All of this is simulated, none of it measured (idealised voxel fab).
Presented below is a process module, voxel trench capacitor.
In the cross-section labelled cut, the width is 265 nm and each square cell is 5 nm.
Cross-section, as written here: a square-cell grid given band by band from the top down, where a band holds one or more rows of cells. Look at the band entry: it leads with the top's height and the bottom's height in nm. Then it lists the materials left to right, with a width in nm for each. The word "everywhere" on a single material says that material fills the band edge to edge. The word "empty" is empty space. Where do heights start? At 0: under that level the wafer as delivered is made of one material only. And the lowest band has no floor; it just carries on downward, as in "0..down". A two-number width, for instance "30..40", indicates that the width is equal to the first number in the top row of the band and to the second number in the bottom row, and that it changes by a constant amount per row of cells. What does "remained unchanged" mean for a step? It means no cell of the cross-section changed in that step. Any empty space of 8 cells or more lacking an open way to the top shows up in "Sealed internal voids" as width x height at distance, distance from the left edge, in nm. Formally, on a step line, whatever follows the settings is a remark that the simulator itself makes on the step. A step line may carry the setting "overlay nm", which, for steps involving a mask, states the distance by which the mask lay to the right of its intended position; negative values denote displacement to the left.
**Planned process steps**
1: op RECEIVE | material Si
2: op CONFORMAL_DEP | material SiN | thk nm 10
3: op DIRECTIONAL_DEP | material aC | thk nm 15
4: op PATTERN | tone open | mask id TRENCH | material resist | width nm 20 | pitch nm 45 | thk nm 35 | overlay nm 0
5: op DIRECTIONAL_ETCH | etch materials aC | depth nm 15
6: op STRIP | etch materials resist
7: op DIRECTIONAL_ETCH | etch materials SiN | depth nm 10
8: op DIRECTIONAL_ETCH | etch materials Si | depth nm 40
9: op STRIP | etch materials aC
10: op CONFORMAL_DEP | material Al2O3 | thk nm 5
11: op FILL_DEP | material polySi | thk nm 5
12: op CMP | height nm 10
**Wafer at receipt (post step 1), cross-section**
> 0..down: Si everywhere
> Sealed internal voids: none
**The following cross-section depicts the wafer upon conclusion of the module. Processing commenced from the starting condition illustrated above and adhered to the plan illustrated above, save for one mistake in execution**
> 10..0: 75 SiN | 5 Al2O3 | 10 polySi | 5 Al2O3 | 25 SiN | 5 Al2O3 | 10 polySi | 5 Al2O3 | 25 SiN | 5 Al2O3 | 10 polySi | 5 Al2O3 | 80 SiN
> 0..-45: 75 Si | 5 Al2O3 | 10 polySi | 5 Al2O3 | 25 Si | 5 Al2O3 | 10 polySi | 5 Al2O3 | 25 Si | 5 Al2O3 | 10 polySi | 5 Al2O3 | 80 Si
> -45..-50: 75 Si | 20 Al2O3 | 25 Si | 20 Al2O3 | 25 Si | 20 Al2O3 | 80 Si
> -50..down: Si everywhere
> Sealed internal voids: none
Plan not followed: planned and actual differ for step 8; actual: op DIRECTIONAL_ETCH | etch materials Si | depth nm 50
